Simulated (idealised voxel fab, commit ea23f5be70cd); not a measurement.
process module | voxel lift off
cross-section cut | 165 nm wide | cells 5 nm
A cross-section is a grid of square cells, given in bands from the top down. A band is one or more rows of cells.
Each band's line starts with the height of the band's top and of its bottom, in nm. Then come its materials from left to right, each with its width in nm. One material with "throughout" fills the band from edge to edge. "air" is empty space.
Height 0 is the level under which the wafer as received is all one material. The lowest band goes on downwards, as in "0 down".
A width such as "30 to 40" changes by the same amount from each row of cells to the next, from the band's top row to its bottom row.
"no change" after a step means that no cell of the cross-section changed.
closed voids: empty space of 8 cells or more with no open way to the top, each as width x height at its distance from the left edge, in nm
after a step's settings: what the simulator itself notes on the step
overlay nm, on a step with a mask: how far to the right of its planned place the mask lay; to the left if negative
plan
1 op RECEIVE | material Si
2 op CONFORMAL_DEP | material Al2O3 | thk nm 5
3 op PATTERN | tone open | mask id LINES | material resist | width nm 30 | pitch nm 45 | thk nm 15 | overlay nm 0
4 op DIRECTIONAL_DEP | material Ru | thk nm 5
5 op STRIP | etch materials resist
6 op CONFORMAL_DEP | material SiN | thk nm 5
as received, after step 1
  0 down: Si throughout
  closed voids: none
first wafer at the end, as planned
  15 to 10: air 15 | SiN 40 | air 5 | SiN 40 | air 5 | SiN 40 | air 20
  10 to 5: SiN 20 | Ru 30 | SiN 15 | Ru 30 | SiN 15 | Ru 30 | SiN 25
  5 to 0: Al2O3 throughout
  0 down: Si throughout
  closed voids: none
second wafer at the end: like start, like plan, one mistake
  10 to 5: air 20 | Ru 30 | air 15 | Ru 30 | air 15 | Ru 30 | air 25
  5 to 0: Al2O3 throughout
  0 down: Si throughout
  closed voids: none
what went wrong: step 6 was left out
at the end the second wafer has, in cells: 39 fewer of SiN
